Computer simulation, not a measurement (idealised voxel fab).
The following process module bears the name voxel local oxidation.
We display cut, a cross-section 270 nm in width whose square cells are each 5 nm.
Heads up, the way a cross-section reads in here is a grid of square cells, handed over as bands from the top down, with every band being one or more rows of cells. For a band, the entry starts with two heights in nm, that of the top and then that of the bottom, and carries on with the band's materials in order from left to right, each alongside its width in nm; the word "everywhere" beside a single material means it fills the band edge to edge, and "air" means empty space. Height 0 is the level under which the wafer as received is all one material. The lowest band goes on downwards, as in "0 nm and below". With a width like "30..40", each row of cells in the band differs from the next by the same amount, the top row carrying the first number and the bottom row the second. When a step is marked "remains unaltered", none of the cells in the cross-section changed during that step. Enclosed voids (no open way to top), threshold 8 cells or more, entry "Enclosed cavities", notation width x height at distance, distance from left edge, nm. Text after the settings on a step's line: the simulator's own remark on that step. overlay nm: where the mask lay relative to plan, measured to the right, on steps with a mask; negatives go left.

Intended process steps:
| 1 | RECEIVE: material Si |
| 2 | OXIDIZE: depth nm 5 |
| 3 | CONFORMAL_DEP: material SiN, thk nm 10 |
| 4 | PATTERN: tone cover, mask id ACTIVE, material resist, width nm 125, thk nm 20, overlay nm 0 |
| 5 | DIRECTIONAL_ETCH: etch materials SiN, depth nm 10 |
| 6 | STRIP: etch materials resist |
| 7 | SELECTIVE_ETCH: etch materials SiO2, depth nm 5 |
| 8 | OXIDIZE: depth nm 15 |
| 9 | STRIP: etch materials SiN |

Step 1 complete: cross-section of the wafer as received:
	0 nm and below | Si everywhere
	Enclosed cavities: none

The plan above was carried out on the starting structure above with one mistake, and this cross-section shows the wafer at the end of the module:
	0 nm to -5 nm | SiO2=65  air=135  SiO2=70
	-5 nm to -20 nm | Si=50  SiO2=165  Si=55
	-20 nm and below | Si everywhere
	Enclosed cavities: none
What went wrong in running the wafer? it should be noted that step 4 was executed with settings other than those planned, the operation and settings actually applied being PATTERN: tone open, mask id ACTIVE, material resist, width nm 125, thk nm 20, overlay nm 0
